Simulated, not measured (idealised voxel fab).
process module | voxel wiring stack
cross-section cut | 300 nm wide | cells 5 nm
A cross-section is a grid of square cells, given in bands from the top down. A band is one or more rows of cells.
Each band's line starts with the height of the band's top and of its bottom, in nm. Then come its materials from left to right, each with its width in nm. One material with "throughout" fills the band from edge to edge. "air" is empty space.
Height 0 is the level under which the wafer as received is all one material. The lowest band goes on downwards, as in "0 down".
A width such as "30 to 40" changes by the same amount from each row of cells to the next, from the band's top row to its bottom row.
"no change" after a step means that no cell of the cross-section changed.
closed voids: empty space of 8 cells or more with no open way to the top, each as width x height at its distance from the left edge, in nm
after a step's settings: what the simulator itself notes on the step
overlay nm, on a step with a mask: how far to the right of its planned place the mask lay; to the left if negative
plan
1 op RECEIVE | material Si
2 op CONFORMAL_DEP | material SiO2 | thk nm 10
3 op DIRECTIONAL_DEP | material TiN | thk nm 5
4 op DIRECTIONAL_DEP | material W | thk nm 25
5 op MASKED_ETCH | tone cover | mask id METAL_1 | width nm 25 | pitch nm 45 | etch materials W | depth nm 25 | overlay nm 0
6 op MASKED_ETCH | tone cover | mask id METAL_1 | width nm 25 | pitch nm 45 | etch materials TiN | depth nm 5 | overlay nm 0
7 op FILL_DEP | material lowk | thk nm 10
8 op CMP | height nm 40
9 op CONFORMAL_DEP | material SiCN | thk nm 5
10 op DIRECTIONAL_DEP | material lowk | thk nm 20
11 op MASKED_ETCH | tone open | mask id PLUG_1 | width nm 15 | pitch nm 45 | etch materials lowk | depth nm 20 | overlay nm 0
12 op MASKED_ETCH | tone open | mask id PLUG_1 | width nm 15 | pitch nm 45 | etch materials SiCN | depth nm 5 | overlay nm 0
13 op CONFORMAL_DEP | material TiN | thk nm 5
14 op FILL_DEP | material W | thk nm 5
15 op CMP | height nm 65
16 op CONFORMAL_DEP | material SiN | thk nm 5
17 op DIRECTIONAL_DEP | material SiO2 | thk nm 20
18 op DIRECTIONAL_DEP | material aC | thk nm 10
19 op PATTERN | tone open | mask id METAL_2 | material resist | width nm 15 | pitch nm 45 | thk nm 25 | overlay nm 0
20 op DIRECTIONAL_ETCH | etch materials aC | depth nm 10
21 op STRIP | etch materials resist
22 op DIRECTIONAL_ETCH | etch materials SiO2 | depth nm 20
23 op DIRECTIONAL_ETCH | etch materials SiN | depth nm 5
24 op STRIP | etch materials aC
25 op CONFORMAL_DEP | material TiN | thk nm 5
26 op FILL_DEP | material Cu | thk nm 5
27 op CMP | height nm 90
28 op CONFORMAL_DEP | material SiN | thk nm 5
varied across the wafers: width nm of step 19. The plan shows the first wafer's value. All wafers start alike
first wafer as received, after step 1
  0 down: Si throughout
  closed voids: none
each wafer at the end: cells of each material gained (+) or lost (-) since it was received, then its closed voids
width nm 15 | +8 Cu | +54 SiCN | +114 SiN | +336 SiO2 | +54 TiN | +58 W | +516 lowk | closed voids: none
width nm 20 | +16 Cu | +54 SiCN | +112 SiN | +328 SiO2 | +56 TiN | +58 W | +516 lowk | closed voids: none
width nm 25 | +24 Cu | +54 SiCN | +110 SiN | +320 SiO2 | +58 TiN | +58 W | +516 lowk | closed voids: none
width nm 30 | +32 Cu | +54 SiCN | +108 SiN | +312 SiO2 | +60 TiN | +58 W | +516 lowk | closed voids: none
